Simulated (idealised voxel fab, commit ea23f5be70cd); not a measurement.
process module | voxel ribs on slabs
cross-section cut | 295 nm wide | cells 5 nm
A cross-section is a grid of square cells, given in bands from the top down. A band is one or more rows of cells.
Each band's line starts with the height of the band's top and of its bottom, in nm. Then come its materials from left to right, each with its width in nm. One material with "throughout" fills the band from edge to edge. "air" is empty space.
Height 0 is the level under which the wafer as received is all one material. The lowest band goes on downwards, as in "0 down".
A width such as "30 to 40" changes by the same amount from each row of cells to the next, from the band's top row to its bottom row.
"no change" after a step means that no cell of the cross-section changed.
closed voids: empty space of 8 cells or more with no open way to the top, each as width x height at its distance from the left edge, in nm
after a step's settings: what the simulator itself notes on the step
overlay nm, on a step with a mask: how far to the right of its planned place the mask lay; to the left if negative
plan
1 op RECEIVE | material Si
2 op DIRECTIONAL_DEP | material SiO2 | thk nm 20
3 op DIRECTIONAL_DEP | material SiN | thk nm 15
4 op PATTERN | tone cover | mask id RIB | material resist | width nm 25 | thk nm 15 | overlay nm 0
5 op DIRECTIONAL_ETCH | etch materials SiN | depth nm 10
6 op STRIP | etch materials resist
7 op PATTERN | tone cover | mask id SLAB | material resist | width nm 65 | thk nm 15 | overlay nm 0
8 op DIRECTIONAL_ETCH | etch materials SiN | depth nm 5
9 op STRIP | etch materials resist
10 op FILL_DEP | material SiO2 | thk nm 15
11 op CMP | height nm 45
12 op DIRECTIONAL_DEP | material TiN | thk nm 10
13 op MASKED_ETCH | tone cover | mask id HEATER | width nm 35 | etch materials TiN | depth nm 10 | overlay nm 0
14 op CONFORMAL_DEP | material SiN | thk nm 10
as received, after step 1
  0 down: Si throughout
  closed voids: none
first wafer at the end, as planned
  65 to 55: air 120 | SiN 55 | air 120
  55 to 45: SiN 130 | TiN 35 | SiN 130
  45 to 35: SiO2 throughout
  35 to 25: SiO2 135 | SiN 25 | SiO2 135
  25 to 20: SiO2 115 | SiN 65 | SiO2 115
  20 to 0: SiO2 throughout
  0 down: Si throughout
  closed voids: none
second wafer at the end: like start, like plan, one mistake
  65 to 55: SiN 140 | air 15 | SiN 140
  55 to 45: TiN 130 | SiN 35 | TiN 130
  45 to 35: SiO2 throughout
  35 to 25: SiO2 135 | SiN 25 | SiO2 135
  25 to 20: SiO2 115 | SiN 65 | SiO2 115
  20 to 0: SiO2 throughout
  0 down: Si throughout
  closed voids: none
what went wrong: step 13 ran as: op MASKED_ETCH | tone open | mask id HEATER | width nm 35 | etch materials TiN | depth nm 10 | overlay nm 0
at the end the second wafer has, in cells: 90 more of TiN
